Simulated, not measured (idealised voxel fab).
process module | voxel spacer lines
cross-section cut | 265 nm wide | cells 5 nm
A cross-section is a grid of square cells, given in bands from the top down. A band is one or more rows of cells.
Each band's line starts with the height of the band's top and of its bottom, in nm. Then come its materials from left to right, each with its width in nm. One material with "throughout" fills the band from edge to edge. "air" is empty space.
Height 0 is the level under which the wafer as received is all one material. The lowest band goes on downwards, as in "0 down".
A width such as "30 to 40" changes by the same amount from each row of cells to the next, from the band's top row to its bottom row.
"no change" after a step means that no cell of the cross-section changed.
closed voids: empty space of 8 cells or more with no open way to the top, each as width x height at its distance from the left edge, in nm
after a step's settings: what the simulator itself notes on the step
overlay nm, on a step with a mask: how far to the right of its planned place the mask lay; to the left if negative
plan
1 op RECEIVE | material Si
2 op CONFORMAL_DEP | material Al2O3 | thk nm 5
3 op DIRECTIONAL_DEP | material W | thk nm 20
4 op DIRECTIONAL_DEP | material polySi | thk nm 25
5 op PATTERN | tone cover | mask id MANDREL | material resist | width nm 25 | pitch nm 80 | thk nm 30 | overlay nm 0
6 op DIRECTIONAL_ETCH | etch materials polySi | depth nm 25
7 op STRIP | etch materials resist
8 op CONFORMAL_DEP | material SiN | thk nm 15
9 op DIRECTIONAL_ETCH | etch materials SiN | depth nm 15
10 op STRIP | etch materials polySi
11 op DIRECTIONAL_ETCH | etch materials W | depth nm 20
12 op STRIP | etch materials SiN
13 op FILL_DEP | material SiO2 | thk nm 5
14 op CMP | height nm 25
as received, after step 1
  0 down: Si throughout
  closed voids: none
a wafer at the end: this start, this plan, one mistake
  25 to 5: SiO2 20 | W 15 | SiO2 35 | W 15 | SiO2 15 | W 15 | SiO2 35 | W 15 | SiO2 15 | W 15 | SiO2 35 | W 15 | SiO2 20
  5 to 0: Al2O3 throughout
  0 down: Si throughout
  closed voids: none
what went wrong: step 5 ran as: op PATTERN | tone cover | mask id MANDREL | material resist | width nm 35 | pitch nm 80 | thk nm 30 | overlay nm 0
